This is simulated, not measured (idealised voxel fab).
Presented below is a process module, voxel transistor to metal.
cross-section cut | 185 nm wide | cells 5 nm
Cross-section, as written here: a square-cell grid given band by band from the top down, where a band holds one or more rows of cells.
Look at the band entry: it leads with the top's height and the bottom's height in nm. Then it lists the materials left to right, with a width in nm for each. The word "all across" on a single material says that material fills the band edge to edge. The word "empty" is empty space.
We count height from 0. Below that, the starting wafer is all one material. The lowest band never ends at the bottom but goes on down; see "0 and below" for how that is written.
Read "30 to 40" as a graded width: first number on top, second number at the bottom, same change between each pair of neighbouring rows.
It should be understood that the words "nothing was modified", when stated for a given step, signify that the cross-section underwent no change in any of its cells during that step.
Closed-off voids of 8+ cells (no open route to the top) go in "Sealed internal cavities", written width x height at distance from the left edge, in nm.
On each step's line, the part that comes after the settings is the simulator's own comment on the step.
"overlay nm" on a masked step: distance the mask lay right of its planned place, negative for left.

-- Process steps (planned)
1,RECEIVE (material Si)
2,CONFORMAL_DEP (material SiO2; thk nm 5)
3,CONFORMAL_DEP (material SiN; thk nm 15)
4,PATTERN (tone cover; mask id ACTIVE; material resist; width nm 105; thk nm 15; overlay nm 0)
5,DIRECTIONAL_ETCH (etch materials SiN; depth nm 15)
6,DIRECTIONAL_ETCH (etch materials SiO2; depth nm 5)
7,DIRECTIONAL_ETCH (etch materials Si; depth nm 20)
8,STRIP (etch materials resist)
9,FILL_DEP (material SiO2; thk nm 15)
10,CMP (height nm 20)
11,SELECTIVE_ETCH (etch materials SiO2; depth nm 10)
12,STRIP (etch materials SiN)
13,SELECTIVE_ETCH (etch materials SiO2; depth nm 5)
14,OXIDIZE (depth nm 5)
15,DIRECTIONAL_DEP (material polySi; thk nm 25)
16,DIRECTIONAL_DEP (material SiCN; thk nm 10)
17,DIRECTIONAL_DEP (material aC; thk nm 15)
18,PATTERN (tone cover; mask id GATE; material resist; width nm 25; thk nm 30; overlay nm 0)
19,DIRECTIONAL_ETCH (etch materials aC; depth nm 15)
20,STRIP (etch materials resist)
21,DIRECTIONAL_ETCH (etch materials SiCN; depth nm 20)
22,DIRECTIONAL_ETCH (etch materials polySi; depth nm 35)
23,STRIP (etch materials aC)
24,CONFORMAL_DEP (material SiO2; thk nm 5)
25,DIRECTIONAL_ETCH (etch materials SiO2; depth nm 5)
26,CONFORMAL_DEP (material SiN; thk nm 5)
27,DIRECTIONAL_ETCH (etch materials SiN; depth nm 5)
28,DIRECTIONAL_ETCH (etch materials SiO2; depth nm 5)
29,DIRECTIONAL_ETCH (etch materials Si; depth nm 5)
30,EPI (material nSi; thk nm 10)
31,FILL_DEP (material SiO2; thk nm 5)
32,CMP (height nm 25)
33,STRIP (etch materials polySi)
34,SELECTIVE_ETCH (etch materials SiO2; depth nm 5)
35,CONFORMAL_DEP (material HfO2; thk nm 5)
36,CONFORMAL_DEP (material TiN; thk nm 5)
37,FILL_DEP (material W; thk nm 10)
38,CMP (height nm 20)
39,DIRECTIONAL_DEP (material SiO2; thk nm 15)
40,MASKED_ETCH (tone open; mask id CONTACT; width nm 15; pitch nm 70; etch materials SiO2; depth nm 35; overlay nm 0)
41,CONFORMAL_DEP (material TiN; thk nm 5)
42,FILL_DEP (material Ru; thk nm 10)
43,CMP (height nm 35)
44,CONFORMAL_DEP (material SiCN; thk nm 5)
45,DIRECTIONAL_DEP (material lowk; thk nm 20)
46,MASKED_ETCH (tone open; mask id METAL_1; width nm 15; pitch nm 70; etch materials lowk; depth nm 20; overlay nm 0)
47,MASKED_ETCH (tone open; mask id METAL_1; width nm 15; pitch nm 70; etch materials SiCN; depth nm 5; overlay nm 0)
48,CONFORMAL_DEP (material TiN; thk nm 5)
49,FILL_DEP (material Cu; thk nm 5)
50,CMP (height nm 60)
51,EPI (material Ru; thk nm 5)
52,FILL_DEP (material SiCN; thk nm 5)
53,DIRECTIONAL_DEP (material SiO2; thk nm 30)
54,PATTERN (tone open; mask id METAL_2; material resist; width nm 15; pitch nm 70; thk nm 15; overlay nm 0)
55,DIRECTIONAL_ETCH (etch materials SiO2; depth nm 20)
56,STRIP (etch materials resist)
57,MASKED_ETCH (tone open; mask id METAL_2_HOLES; width nm 15; pitch nm 70; etch materials SiO2; depth nm 10; overlay nm 0)
58,MASKED_ETCH (tone open; mask id METAL_2_HOLES; width nm 15; pitch nm 70; etch materials SiCN; depth nm 5; overlay nm 0)
59,CONFORMAL_DEP (material TiN; thk nm 5)
60,FILL_DEP (material Ru; thk nm 5)
61,CMP (height nm 100)
62,CONFORMAL_DEP (material SiCN; thk nm 5)

-- The first of two wafers, run as planned

-- Shown in cross-section is the wafer as received, that is, as it stands after step 1
> 0 and below | Si all across
> Sealed internal cavities: none

-- Once step 2 is through, the wafer looks like this in cross-section
> 5 down to 0 | SiO2 all across
> Lower than 0, everything is as it was.

-- Once step 3 is through, the wafer looks like this in cross-section
> 20 down to 5 | SiN all across
> Lower than 5, everything is as it was.

-- Once step 4 is through, the wafer looks like this in cross-section
> 35 down to 20 | empty 40 nm; resist 105 nm; empty 40 nm
> Lower than 20, everything is as it was.

-- Once step 5 is through, the wafer looks like this in cross-section
> 35 down to 20 | empty 40 nm; resist 105 nm; empty 40 nm
> 20 down to 5 | empty 40 nm; SiN 105 nm; empty 40 nm
> Lower than 5, everything is as it was.

-- Once step 6 is through, the wafer looks like this in cross-section
> 35 down to 20 | empty 40 nm; resist 105 nm; empty 40 nm
> 20 down to 5 | empty 40 nm; SiN 105 nm; empty 40 nm
> 5 down to 0 | empty 40 nm; SiO2 105 nm; empty 40 nm
> Lower than 0, everything is as it was.

-- Once step 7 is through, the wafer looks like this in cross-section
> 35 down to 20 | empty 40 nm; resist 105 nm; empty 40 nm
> 20 down to 5 | empty 40 nm; SiN 105 nm; empty 40 nm
> 5 down to 0 | empty 40 nm; SiO2 105 nm; empty 40 nm
> 0 down to -20 | empty 40 nm; Si 105 nm; empty 40 nm
> Lower than -20, everything is as it was.

-- Once step 8 is through, the wafer looks like this in cross-section
> 20 down to 5 | empty 40 nm; SiN 105 nm; empty 40 nm
> Lower than 5, everything is as it was.

-- Once step 9 is through, the wafer looks like this in cross-section
> 35 down to 20 | SiO2 all across
> 20 down to 5 | SiO2 40 nm; SiN 105 nm; SiO2 40 nm
> 5 down to 0 | SiO2 all across
> 0 down to -20 | SiO2 40 nm; Si 105 nm; SiO2 40 nm
> Lower than -20, everything is as it was.

-- Once step 10 is through, the wafer looks like this in cross-section
> 20 down to 5 | SiO2 40 nm; SiN 105 nm; SiO2 40 nm
> Lower than 5, everything is as it was.

-- Once step 11 is through, the wafer looks like this in cross-section
> 20 down to 10 | empty 40 nm; SiN 105 nm; empty 40 nm
> Lower than 10, everything is as it was.

-- Once step 12 is through, the wafer looks like this in cross-section
> 10 down to 5 | SiO2 40 nm; empty 105 nm; SiO2 40 nm
> Lower than 5, everything is as it was.

-- Once step 13 is through, the wafer looks like this in cross-section
> 5 down to 0 | SiO2 35 nm; empty 115 nm; SiO2 35 nm
> Lower than 0, everything is as it was.

-- Once step 14 is through, the wafer looks like this in cross-section
> 5 down to 0 | SiO2 35 nm; empty 115 nm; SiO2 35 nm
> 0 down to -5 | SiO2 all across
> Lower than -5, everything is as it was.

-- Once step 15 is through, the wafer looks like this in cross-section
> 30 down to 25 | polySi 35 nm; empty 115 nm; polySi 35 nm
> 25 down to 5 | polySi all across
> 5 down to 0 | SiO2 35 nm; polySi 115 nm; SiO2 35 nm
> Lower than 0, everything is as it was.

-- Once step 16 is through, the wafer looks like this in cross-section
> 40 down to 35 | SiCN 35 nm; empty 115 nm; SiCN 35 nm
> 35 down to 30 | SiCN all across
> 30 down to 25 | polySi 35 nm; SiCN 115 nm; polySi 35 nm
> Lower than 25, everything is as it was.

-- Once step 17 is through, the wafer looks like this in cross-section
> 55 down to 50 | aC 35 nm; empty 115 nm; aC 35 nm
> 50 down to 40 | aC all across
> 40 down to 35 | SiCN 35 nm; aC 115 nm; SiCN 35 nm
> Lower than 35, everything is as it was.

-- Once step 18 is through, the wafer looks like this in cross-section
> 85 down to 55 | empty 80 nm; resist 25 nm; empty 80 nm
> 55 down to 50 | aC 35 nm; empty 45 nm; resist 25 nm; empty 45 nm; aC 35 nm
> Lower than 50, everything is as it was.

-- Once step 19 is through, the wafer looks like this in cross-section
> 70 down to 50 | empty 80 nm; resist 25 nm; empty 80 nm
> 50 down to 40 | empty 80 nm; aC 25 nm; empty 80 nm
> 40 down to 35 | SiCN 35 nm; empty 45 nm; aC 25 nm; empty 45 nm; SiCN 35 nm
> Lower than 35, everything is as it was.

-- Once step 20 is through, the wafer looks like this in cross-section
> 50 down to 40 | empty 80 nm; aC 25 nm; empty 80 nm
> Lower than 40, everything is as it was.

-- Once step 21 is through, the wafer looks like this in cross-section
> 50 down to 35 | empty 80 nm; aC 25 nm; empty 80 nm
> 35 down to 30 | empty 80 nm; SiCN 25 nm; empty 80 nm
> 30 down to 25 | polySi 35 nm; empty 45 nm; SiCN 25 nm; empty 45 nm; polySi 35 nm
> Lower than 25, everything is as it was.

-- Once step 22 is through, the wafer looks like this in cross-section
> 50 down to 35 | empty 80 nm; aC 25 nm; empty 80 nm
> 35 down to 25 | empty 80 nm; SiCN 25 nm; empty 80 nm
> 25 down to 5 | empty 80 nm; polySi 25 nm; empty 80 nm
> 5 down to 0 | SiO2 35 nm; empty 45 nm; polySi 25 nm; empty 45 nm; SiO2 35 nm
> Lower than 0, everything is as it was.

-- Once step 23 is through, the wafer looks like this in cross-section
> 35 down to 25 | empty 80 nm; SiCN 25 nm; empty 80 nm
> Lower than 25, everything is as it was.

-- Once step 24 is through, the wafer looks like this in cross-section
> 40 down to 35 | empty 75 nm; SiO2 35 nm; empty 75 nm
> 35 down to 25 | empty 75 nm; SiO2 5 nm; SiCN 25 nm; SiO2 5 nm; empty 75 nm
> 25 down to 10 | empty 75 nm; SiO2 5 nm; polySi 25 nm; SiO2 5 nm; empty 75 nm
> 10 down to 5 | SiO2 40 nm; empty 35 nm; SiO2 5 nm; polySi 25 nm; SiO2 5 nm; empty 35 nm; SiO2 40 nm
> 5 down to 0 | SiO2 80 nm; polySi 25 nm; SiO2 80 nm
> Lower than 0, everything is as it was.

-- Once step 25 is through, the wafer looks like this in cross-section
> 35 down to 25 | empty 75 nm; SiO2 5 nm; SiCN 25 nm; SiO2 5 nm; empty 75 nm
> 25 down to 5 | empty 75 nm; SiO2 5 nm; polySi 25 nm; SiO2 5 nm; empty 75 nm
> 5 down to 0 | SiO2 40 nm; empty 35 nm; SiO2 5 nm; polySi 25 nm; SiO2 5 nm; empty 35 nm; SiO2 40 nm
> Lower than 0, everything is as it was.

-- Once step 26 is through, the wafer looks like this in cross-section
> 40 down to 35 | empty 70 nm; SiN 45 nm; empty 70 nm
> 35 down to 25 | empty 70 nm; SiN 5 nm; SiO2 5 nm; SiCN 25 nm; SiO2 5 nm; SiN 5 nm; empty 70 nm
> 25 down to 10 | empty 70 nm; SiN 5 nm; SiO2 5 nm; polySi 25 nm; SiO2 5 nm; SiN 5 nm; empty 70 nm
> 10 down to 5 | SiN 45 nm; empty 25 nm; SiN 5 nm; SiO2 5 nm; polySi 25 nm; SiO2 5 nm; SiN 5 nm; empty 25 nm; SiN 45 nm
> 5 down to 0 | SiO2 40 nm; SiN 35 nm; SiO2 5 nm; polySi 25 nm; SiO2 5 nm; SiN 35 nm; SiO2 40 nm
> Lower than 0, everything is as it was.

-- Once step 27 is through, the wafer looks like this in cross-section
> 35 down to 25 | empty 70 nm; SiN 5 nm; SiO2 5 nm; SiCN 25 nm; SiO2 5 nm; SiN 5 nm; empty 70 nm
> 25 down to 5 | empty 70 nm; SiN 5 nm; SiO2 5 nm; polySi 25 nm; SiO2 5 nm; SiN 5 nm; empty 70 nm
> 5 down to 0 | SiO2 40 nm; SiN 5 nm; empty 25 nm; SiN 5 nm; SiO2 5 nm; polySi 25 nm; SiO2 5 nm; SiN 5 nm; empty 25 nm; SiN 5 nm; SiO2 40 nm
> Lower than 0, everything is as it was.

-- Once step 28 is through, the wafer looks like this in cross-section
> 35 down to 30 | empty 70 nm; SiN 5 nm; empty 5 nm; SiCN 25 nm; empty 5 nm; SiN 5 nm; empty 70 nm
> 30 down to 25 | empty 70 nm; SiN 5 nm; SiO2 5 nm; SiCN 25 nm; SiO2 5 nm; SiN 5 nm; empty 70 nm
> 25 down to 5 | empty 70 nm; SiN 5 nm; SiO2 5 nm; polySi 25 nm; SiO2 5 nm; SiN 5 nm; empty 70 nm
> 5 down to 0 | empty 40 nm; SiN 5 nm; empty 25 nm; SiN 5 nm; SiO2 5 nm; polySi 25 nm; SiO2 5 nm; SiN 5 nm; empty 25 nm; SiN 5 nm; empty 40 nm
> 0 down to -5 | SiO2 45 nm; empty 25 nm; SiO2 45 nm; empty 25 nm; SiO2 45 nm
> Lower than -5, everything is as it was.

-- Once step 29 is through, the wafer looks like this in cross-section
> 35 down to 30 | empty 70 nm; SiN 5 nm; empty 5 nm; SiCN 25 nm; empty 5 nm; SiN 5 nm; empty 70 nm
> 30 down to 25 | empty 70 nm; SiN 5 nm; SiO2 5 nm; SiCN 25 nm; SiO2 5 nm; SiN 5 nm; empty 70 nm
> 25 down to 5 | empty 70 nm; SiN 5 nm; SiO2 5 nm; polySi 25 nm; SiO2 5 nm; SiN 5 nm; empty 70 nm
> 5 down to 0 | empty 40 nm; SiN 5 nm; empty 25 nm; SiN 5 nm; SiO2 5 nm; polySi 25 nm; SiO2 5 nm; SiN 5 nm; empty 25 nm; SiN 5 nm; empty 40 nm
> 0 down to -5 | SiO2 45 nm; empty 25 nm; SiO2 45 nm; empty 25 nm; SiO2 45 nm
> -5 down to -10 | SiO2 40 nm; Si 5 nm; empty 25 nm; Si 45 nm; empty 25 nm; Si 5 nm; SiO2 40 nm
> Lower than -10, everything is as it was.

-- Once step 30 is through, the wafer looks like this in cross-section
> 35 down to 30 | empty 70 nm; SiN 5 nm; empty 5 nm; SiCN 25 nm; empty 5 nm; SiN 5 nm; empty 70 nm
> 30 down to 25 | empty 70 nm; SiN 5 nm; SiO2 5 nm; SiCN 25 nm; SiO2 5 nm; SiN 5 nm; empty 70 nm
> 25 down to 5 | empty 70 nm; SiN 5 nm; SiO2 5 nm; polySi 25 nm; SiO2 5 nm; SiN 5 nm; empty 70 nm
> 5 down to 0 | empty 40 nm; SiN 5 nm; nSi 10 nm; empty 5 nm; nSi 10 nm; SiN 5 nm; SiO2 5 nm; polySi 25 nm; SiO2 5 nm; SiN 5 nm; nSi 10 nm; empty 5 nm; nSi 10 nm; SiN 5 nm; empty 40 nm
> 0 down to -5 | SiO2 45 nm; nSi 25 nm; SiO2 45 nm; nSi 25 nm; SiO2 45 nm
> -5 down to -10 | SiO2 40 nm; Si 5 nm; nSi 25 nm; Si 45 nm; nSi 25 nm; Si 5 nm; SiO2 40 nm
> Lower than -10, everything is as it was.

-- Once step 31 is through, the wafer looks like this in cross-section
> 40 down to 35 | SiO2 all across
> 35 down to 25 | SiO2 70 nm; SiN 5 nm; SiO2 5 nm; SiCN 25 nm; SiO2 5 nm; SiN 5 nm; SiO2 70 nm
> 25 down to 5 | SiO2 70 nm; SiN 5 nm; SiO2 5 nm; polySi 25 nm; SiO2 5 nm; SiN 5 nm; SiO2 70 nm
> 5 down to 0 | SiO2 40 nm; SiN 5 nm; nSi 10 nm; SiO2 5 nm; nSi 10 nm; SiN 5 nm; SiO2 5 nm; polySi 25 nm; SiO2 5 nm; SiN 5 nm; nSi 10 nm; SiO2 5 nm; nSi 10 nm; SiN 5 nm; SiO2 40 nm
> Lower than 0, everything is as it was.

-- Once step 32 is through, the wafer looks like this in cross-section
> 25 down to 5 | SiO2 70 nm; SiN 5 nm; SiO2 5 nm; polySi 25 nm; SiO2 5 nm; SiN 5 nm; SiO2 70 nm
> Lower than 5, everything is as it was.

-- Once step 33 is through, the wafer looks like this in cross-section
> 25 down to 5 | SiO2 70 nm; SiN 5 nm; SiO2 5 nm; empty 25 nm; SiO2 5 nm; SiN 5 nm; SiO2 70 nm
> 5 down to 0 | SiO2 40 nm; SiN 5 nm; nSi 10 nm; SiO2 5 nm; nSi 10 nm; SiN 5 nm; SiO2 5 nm; empty 25 nm; SiO2 5 nm; SiN 5 nm; nSi 10 nm; SiO2 5 nm; nSi 10 nm; SiN 5 nm; SiO2 40 nm
> Lower than 0, everything is as it was.

-- Once step 34 is through, the wafer looks like this in cross-section
> 25 down to 20 | empty 70 nm; SiN 5 nm; empty 35 nm; SiN 5 nm; empty 70 nm
> 20 down to 5 | SiO2 70 nm; SiN 5 nm; empty 35 nm; SiN 5 nm; SiO2 70 nm
> 5 down to 0 | SiO2 40 nm; SiN 5 nm; nSi 10 nm; SiO2 5 nm; nSi 10 nm; SiN 5 nm; empty 35 nm; SiN 5 nm; nSi 10 nm; SiO2 5 nm; nSi 10 nm; SiN 5 nm; SiO2 40 nm
> 0 down to -5 | SiO2 45 nm; nSi 25 nm; SiO2 5 nm; empty 35 nm; SiO2 5 nm; nSi 25 nm; SiO2 45 nm
> Lower than -5, everything is as it was.

-- Once step 35 is through, the wafer looks like this in cross-section
> 30 down to 25 | empty 65 nm; HfO2 15 nm; empty 25 nm; HfO2 15 nm; empty 65 nm
> 25 down to 20 | HfO2 70 nm; SiN 5 nm; HfO2 5 nm; empty 25 nm; HfO2 5 nm; SiN 5 nm; HfO2 70 nm
> 20 down to 5 | SiO2 70 nm; SiN 5 nm; HfO2 5 nm; empty 25 nm; HfO2 5 nm; SiN 5 nm; SiO2 70 nm
> 5 down to 0 | SiO2 40 nm; SiN 5 nm; nSi 10 nm; SiO2 5 nm; nSi 10 nm; SiN 5 nm; HfO2 5 nm; empty 25 nm; HfO2 5 nm; SiN 5 nm; nSi 10 nm; SiO2 5 nm; nSi 10 nm; SiN 5 nm; SiO2 40 nm
> 0 down to -5 | SiO2 45 nm; nSi 25 nm; SiO2 5 nm; HfO2 35 nm; SiO2 5 nm; nSi 25 nm; SiO2 45 nm
> Lower than -5, everything is as it was.

-- Once step 36 is through, the wafer looks like this in cross-section
> 35 down to 30 | empty 60 nm; TiN 25 nm; empty 15 nm; TiN 25 nm; empty 60 nm
> 30 down to 25 | TiN 65 nm; HfO2 15 nm; TiN 5 nm; empty 15 nm; TiN 5 nm; HfO2 15 nm; TiN 65 nm
> 25 down to 20 | HfO2 70 nm; SiN 5 nm; HfO2 5 nm; TiN 5 nm; empty 15 nm; TiN 5 nm; HfO2 5 nm; SiN 5 nm; HfO2 70 nm
> 20 down to 5 | SiO2 70 nm; SiN 5 nm; HfO2 5 nm; TiN 5 nm; empty 15 nm; TiN 5 nm; HfO2 5 nm; SiN 5 nm; SiO2 70 nm
> 5 down to 0 | SiO2 40 nm; SiN 5 nm; nSi 10 nm; SiO2 5 nm; nSi 10 nm; SiN 5 nm; HfO2 5 nm; TiN 25 nm; HfO2 5 nm; SiN 5 nm; nSi 10 nm; SiO2 5 nm; nSi 10 nm; SiN 5 nm; SiO2 40 nm
> Lower than 0, everything is as it was.

-- Once step 37 is through, the wafer looks like this in cross-section
> 45 down to 35 | W all across
> 35 down to 30 | W 60 nm; TiN 25 nm; W 15 nm; TiN 25 nm; W 60 nm
> 30 down to 25 | TiN 65 nm; HfO2 15 nm; TiN 5 nm; W 15 nm; TiN 5 nm; HfO2 15 nm; TiN 65 nm
> 25 down to 20 | HfO2 70 nm; SiN 5 nm; HfO2 5 nm; TiN 5 nm; W 15 nm; TiN 5 nm; HfO2 5 nm; SiN 5 nm; HfO2 70 nm
> 20 down to 5 | SiO2 70 nm; SiN 5 nm; HfO2 5 nm; TiN 5 nm; W 15 nm; TiN 5 nm; HfO2 5 nm; SiN 5 nm; SiO2 70 nm
> Lower than 5, everything is as it was.

-- Once step 38 is through, the wafer looks like this in cross-section
> 20 down to 5 | SiO2 70 nm; SiN 5 nm; HfO2 5 nm; TiN 5 nm; W 15 nm; TiN 5 nm; HfO2 5 nm; SiN 5 nm; SiO2 70 nm
> Lower than 5, everything is as it was.

-- Once step 39 is through, the wafer looks like this in cross-section
> 35 down to 20 | SiO2 all across
> Lower than 20, everything is as it was.

-- Once step 40 is through, the wafer looks like this in cross-section
> 35 down to 20 | SiO2 50 nm; empty 15 nm; SiO2 55 nm; empty 15 nm; SiO2 50 nm
> 20 down to 5 | SiO2 50 nm; empty 15 nm; SiO2 5 nm; SiN 5 nm; HfO2 5 nm; TiN 5 nm; W 15 nm; TiN 5 nm; HfO2 5 nm; SiN 5 nm; SiO2 5 nm; empty 15 nm; SiO2 50 nm
> 5 down to 0 | SiO2 40 nm; SiN 5 nm; nSi 10 nm; empty 5 nm; nSi 10 nm; SiN 5 nm; HfO2 5 nm; TiN 25 nm; HfO2 5 nm; SiN 5 nm; nSi 10 nm; empty 5 nm; nSi 10 nm; SiN 5 nm; SiO2 40 nm
> Lower than 0, everything is as it was.

-- Once step 41 is through, the wafer looks like this in cross-section
> 40 down to 35 | TiN 55 nm; empty 5 nm; TiN 65 nm; empty 5 nm; TiN 55 nm
> 35 down to 20 | SiO2 50 nm; TiN 5 nm; empty 5 nm; TiN 5 nm; SiO2 55 nm; TiN 5 nm; empty 5 nm; TiN 5 nm; SiO2 50 nm
> 20 down to 10 | SiO2 50 nm; TiN 5 nm; empty 5 nm; TiN 5 nm; SiO2 5 nm; SiN 5 nm; HfO2 5 nm; TiN 5 nm; W 15 nm; TiN 5 nm; HfO2 5 nm; SiN 5 nm; SiO2 5 nm; TiN 5 nm; empty 5 nm; TiN 5 nm; SiO2 50 nm
> 10 down to 5 | SiO2 50 nm; TiN 15 nm; SiO2 5 nm; SiN 5 nm; HfO2 5 nm; TiN 5 nm; W 15 nm; TiN 5 nm; HfO2 5 nm; SiN 5 nm; SiO2 5 nm; TiN 15 nm; SiO2 50 nm
> 5 down to 0 | SiO2 40 nm; SiN 5 nm; nSi 10 nm; TiN 5 nm; nSi 10 nm; SiN 5 nm; HfO2 5 nm; TiN 25 nm; HfO2 5 nm; SiN 5 nm; nSi 10 nm; TiN 5 nm; nSi 10 nm; SiN 5 nm; SiO2 40 nm
> Lower than 0, everything is as it was.

-- Once step 42 is through, the wafer looks like this in cross-section
> 50 down to 40 | Ru all across
> 40 down to 35 | TiN 55 nm; Ru 5 nm; TiN 65 nm; Ru 5 nm; TiN 55 nm
> 35 down to 20 | SiO2 50 nm; TiN 5 nm; Ru 5 nm; TiN 5 nm; SiO2 55 nm; TiN 5 nm; Ru 5 nm; TiN 5 nm; SiO2 50 nm
> 20 down to 10 | SiO2 50 nm; TiN 5 nm; Ru 5 nm; TiN 5 nm; SiO2 5 nm; SiN 5 nm; HfO2 5 nm; TiN 5 nm; W 15 nm; TiN 5 nm; HfO2 5 nm; SiN 5 nm; SiO2 5 nm; TiN 5 nm; Ru 5 nm; TiN 5 nm; SiO2 50 nm
> Lower than 10, everything is as it was.

-- Once step 43 is through, the wafer looks like this in cross-section
> 35 down to 20 | SiO2 50 nm; TiN 5 nm; Ru 5 nm; TiN 5 nm; SiO2 55 nm; TiN 5 nm; Ru 5 nm; TiN 5 nm; SiO2 50 nm
> Lower than 20, everything is as it was.

-- Once step 44 is through, the wafer looks like this in cross-section
> 40 down to 35 | SiCN all across
> Lower than 35, everything is as it was.

-- Once step 45 is through, the wafer looks like this in cross-section
> 60 down to 40 | lowk all across
> Lower than 40, everything is as it was.

-- Once step 46 is through, the wafer looks like this in cross-section
> 60 down to 40 | lowk 50 nm; empty 15 nm; lowk 55 nm; empty 15 nm; lowk 50 nm
> Lower than 40, everything is as it was.

-- Once step 47 is through, the wafer looks like this in cross-section
> 60 down to 40 | lowk 50 nm; empty 15 nm; lowk 55 nm; empty 15 nm; lowk 50 nm
> 40 down to 35 | SiCN 50 nm; empty 15 nm; SiCN 55 nm; empty 15 nm; SiCN 50 nm
> Lower than 35, everything is as it was.

-- Once step 48 is through, the wafer looks like this in cross-section
> 65 down to 60 | TiN 55 nm; empty 5 nm; TiN 65 nm; empty 5 nm; TiN 55 nm
> 60 down to 40 | lowk 50 nm; TiN 5 nm; empty 5 nm; TiN 5 nm; lowk 55 nm; TiN 5 nm; empty 5 nm; TiN 5 nm; lowk 50 nm
> 40 down to 35 | SiCN 50 nm; TiN 15 nm; SiCN 55 nm; TiN 15 nm; SiCN 50 nm
> Lower than 35, everything is as it was.

-- Once step 49 is through, the wafer looks like this in cross-section
> 70 down to 65 | Cu all across
> 65 down to 60 | TiN 55 nm; Cu 5 nm; TiN 65 nm; Cu 5 nm; TiN 55 nm
> 60 down to 40 | lowk 50 nm; TiN 5 nm; Cu 5 nm; TiN 5 nm; lowk 55 nm; TiN 5 nm; Cu 5 nm; TiN 5 nm; lowk 50 nm
> Lower than 40, everything is as it was.

-- Once step 50 is through, the wafer looks like this in cross-section
> 60 down to 40 | lowk 50 nm; TiN 5 nm; Cu 5 nm; TiN 5 nm; lowk 55 nm; TiN 5 nm; Cu 5 nm; TiN 5 nm; lowk 50 nm
> Lower than 40, everything is as it was.

-- Once step 51 is through, the wafer looks like this in cross-section
> 65 down to 60 | empty 45 nm; Ru 25 nm; empty 45 nm; Ru 25 nm; empty 45 nm
> Lower than 60, everything is as it was.

-- Once step 52 is through, the wafer looks like this in cross-section
> 70 down to 65 | SiCN all across
> 65 down to 60 | SiCN 45 nm; Ru 25 nm; SiCN 45 nm; Ru 25 nm; SiCN 45 nm
> Lower than 60, everything is as it was.

-- Once step 53 is through, the wafer looks like this in cross-section
> 100 down to 70 | SiO2 all across
> Lower than 70, everything is as it was.

-- Once step 54 is through, the wafer looks like this in cross-section
> 115 down to 100 | resist 50 nm; empty 15 nm; resist 55 nm; empty 15 nm; resist 50 nm
> Lower than 100, everything is as it was.

-- Once step 55 is through, the wafer looks like this in cross-section
> 115 down to 100 | resist 50 nm; empty 15 nm; resist 55 nm; empty 15 nm; resist 50 nm
> 100 down to 80 | SiO2 50 nm; empty 15 nm; SiO2 55 nm; empty 15 nm; SiO2 50 nm
> Lower than 80, everything is as it was.

-- Once step 56 is through, the wafer looks like this in cross-section
> 100 down to 80 | SiO2 50 nm; empty 15 nm; SiO2 55 nm; empty 15 nm; SiO2 50 nm
> Lower than 80, everything is as it was.

-- Once step 57 is through, the wafer looks like this in cross-section
> 100 down to 70 | SiO2 50 nm; empty 15 nm; SiO2 55 nm; empty 15 nm; SiO2 50 nm
> Lower than 70, everything is as it was.

-- Once step 58 is through, the wafer looks like this in cross-section
> 100 down to 70 | SiO2 50 nm; empty 15 nm; SiO2 55 nm; empty 15 nm; SiO2 50 nm
> 70 down to 65 | SiCN 50 nm; empty 15 nm; SiCN 55 nm; empty 15 nm; SiCN 50 nm
> Lower than 65, everything is as it was.

-- Once step 59 is through, the wafer looks like this in cross-section
> 105 down to 100 | TiN 55 nm; empty 5 nm; TiN 65 nm; empty 5 nm; TiN 55 nm
> 100 down to 70 | SiO2 50 nm; TiN 5 nm; empty 5 nm; TiN 5 nm; SiO2 55 nm; TiN 5 nm; empty 5 nm; TiN 5 nm; SiO2 50 nm
> 70 down to 65 | SiCN 50 nm; TiN 15 nm; SiCN 55 nm; TiN 15 nm; SiCN 50 nm
> Lower than 65, everything is as it was.

-- Once step 60 is through, the wafer looks like this in cross-section
> 110 down to 105 | Ru all across
> 105 down to 100 | TiN 55 nm; Ru 5 nm; TiN 65 nm; Ru 5 nm; TiN 55 nm
> 100 down to 70 | SiO2 50 nm; TiN 5 nm; Ru 5 nm; TiN 5 nm; SiO2 55 nm; TiN 5 nm; Ru 5 nm; TiN 5 nm; SiO2 50 nm
> Lower than 70, everything is as it was.

-- Once step 61 is through, the wafer looks like this in cross-section
> 100 down to 70 | SiO2 50 nm; TiN 5 nm; Ru 5 nm; TiN 5 nm; SiO2 55 nm; TiN 5 nm; Ru 5 nm; TiN 5 nm; SiO2 50 nm
> Lower than 70, everything is as it was.

-- Once step 62 is through, the wafer looks like this in cross-section
> 105 down to 100 | SiCN all across
> Lower than 100, everything is as it was.

-- second wafer: like start, like plan, one mistake. Through step 51 it matches the first wafer

-- Here is the second wafer in cross-section at the point where step 52 of the plan should have been done
> 95 down to 90 | empty 45 nm; SiO2 25 nm; empty 45 nm; SiO2 25 nm; empty 45 nm
> 90 down to 65 | SiO2 all across
> 65 down to 60 | SiO2 45 nm; Ru 25 nm; SiO2 45 nm; Ru 25 nm; SiO2 45 nm
> Lower than 60, everything is as it was.

-- Here is the second wafer in cross-section at the point where step 53 of the plan should have been done
> 100 down to 95 | SiCN all across
> 95 down to 90 | SiCN 45 nm; SiO2 25 nm; SiCN 45 nm; SiO2 25 nm; SiCN 45 nm
> Lower than 90, everything is as it was.

-- Here is the second wafer in cross-section at the point where step 54 of the plan should have been done
> 115 down to 100 | resist 50 nm; empty 15 nm; resist 55 nm; empty 15 nm; resist 50 nm
> Lower than 100, everything is as it was.

Here is the second wafer in cross-section at the point where step 55 of the plan should have been done: nothing was modified

-- Here is the second wafer in cross-section at the point where step 56 of the plan should have been done
> 100 down to 95 | SiCN all across
> Lower than 95, everything is as it was.

Here is the second wafer in cross-section at the point where step 57 of the plan should have been done: nothing was modified

-- Here is the second wafer in cross-section at the point where step 58 of the plan should have been done
> 100 down to 95 | SiCN 50 nm; empty 15 nm; SiCN 55 nm; empty 15 nm; SiCN 50 nm
> Lower than 95, everything is as it was.

-- Here is the second wafer in cross-section at the point where step 59 of the plan should have been done
> 105 down to 100 | TiN 55 nm; empty 5 nm; TiN 65 nm; empty 5 nm; TiN 55 nm
> 100 down to 95 | SiCN 50 nm; TiN 15 nm; SiCN 55 nm; TiN 15 nm; SiCN 50 nm
> Lower than 95, everything is as it was.

-- Here is the second wafer in cross-section at the point where step 60 of the plan should have been done
> 110 down to 105 | Ru all across
> 105 down to 100 | TiN 55 nm; Ru 5 nm; TiN 65 nm; Ru 5 nm; TiN 55 nm
> Lower than 100, everything is as it was.

-- Here is the second wafer in cross-section at the point where step 61 of the plan should have been done
> 100 down to 95 | SiCN 50 nm; TiN 15 nm; SiCN 55 nm; TiN 15 nm; SiCN 50 nm
> Lower than 95, everything is as it was.

-- Here is the second wafer in cross-section at the point where step 62 of the plan should have been done
> 105 down to 100 | SiCN all across
> Lower than 100, everything is as it was.
What was done differently from what was planned? the intended sequence of steps 52 and 53 was reversed during processing, with each occupying the position of the other
Per the end-of-run cell counts, the second wafer holds more or fewer of some materials than the first: Ru: 12 fewer, SiO2: 36 more, TiN: 24 fewer
